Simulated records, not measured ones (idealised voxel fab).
process module | voxel tone inversion
cross-section cut | 160 nm wide | cells 5 nm
A cross-section is a grid of square cells, given in bands from the top down. A band is one or more rows of cells.
Each band's line starts with the height of the band's top and of its bottom, in nm. Then come its materials from left to right, each with its width in nm. One material with "throughout" fills the band from edge to edge. "air" is empty space.
Height 0 is the level under which the wafer as received is all one material. The lowest band goes on downwards, as in "0 down".
A width such as "30 to 40" changes by the same amount from each row of cells to the next, from the band's top row to its bottom row.
"no change" after a step means that no cell of the cross-section changed.
closed voids: empty space of 8 cells or more with no open way to the top, each as width x height at its distance from the left edge, in nm
after a step's settings: what the simulator itself notes on the step
overlay nm, on a step with a mask: how far to the right of its planned place the mask lay; to the left if negative
plan
1 op RECEIVE | material Si
2 op CONFORMAL_DEP | material SiCN | thk nm 5
3 op DIRECTIONAL_DEP | material polySi | thk nm 25
4 op PATTERN | tone cover | mask id POSTS | material resist | width nm 25 | pitch nm 50 | thk nm 35 | overlay nm 0
5 op DIRECTIONAL_ETCH | etch materials polySi | depth nm 25
6 op STRIP | etch materials resist
7 op FILL_DEP | material SiO2 | thk nm 10
8 op CMP | height nm 30
9 op STRIP | etch materials polySi
first wafer, as planned
as received, after step 1
  0 down: Si throughout
  closed voids: none
after step 2
  5 to 0: SiCN throughout
  below 0: unchanged
after step 3
  30 to 5: polySi throughout
  below 5: unchanged
after step 4
  65 to 30: air 40 | resist 25 | air 25 | resist 25 | air 45
  below 30: unchanged
after step 5
  65 to 30: air 40 | resist 25 | air 25 | resist 25 | air 45
  30 to 5: air 40 | polySi 25 | air 25 | polySi 25 | air 45
  below 5: unchanged
after step 6
  30 to 5: air 40 | polySi 25 | air 25 | polySi 25 | air 45
  below 5: unchanged
after step 7
  40 to 30: SiO2 throughout
  30 to 5: SiO2 40 | polySi 25 | SiO2 25 | polySi 25 | SiO2 45
  below 5: unchanged
after step 8
  30 to 5: SiO2 40 | polySi 25 | SiO2 25 | polySi 25 | SiO2 45
  below 5: unchanged
after step 9
  30 to 5: SiO2 40 | air 25 | SiO2 25 | air 25 | SiO2 45
  below 5: unchanged
second wafer: like start, like plan, one mistake. Through step 4 it matches the first wafer
when step 5 should have ended
  65 to 30: air 40 | resist 25 | air 25 | resist 25 | air 45
  30 to 5: air 40 | polySi 25 | air 25 | polySi 25 | air 45
  below 5: unchanged
when step 6 should have ended
  30 to 5: air 40 | polySi 25 | air 25 | polySi 25 | air 45
  below 5: unchanged
when step 7 should have ended
  40 to 30: SiO2 throughout
  30 to 5: SiO2 40 | polySi 25 | SiO2 25 | polySi 25 | SiO2 45
  below 5: unchanged
when step 8 should have ended
  30 to 5: SiO2 40 | polySi 25 | SiO2 25 | polySi 25 | SiO2 45
  below 5: unchanged
when step 9 should have ended
  30 to 5: SiO2 40 | air 25 | SiO2 25 | air 25 | SiO2 45
  below 5: unchanged
what went wrong: step 5 was run twice
at the end the two cross-sections are the same: no effect in what this model computes
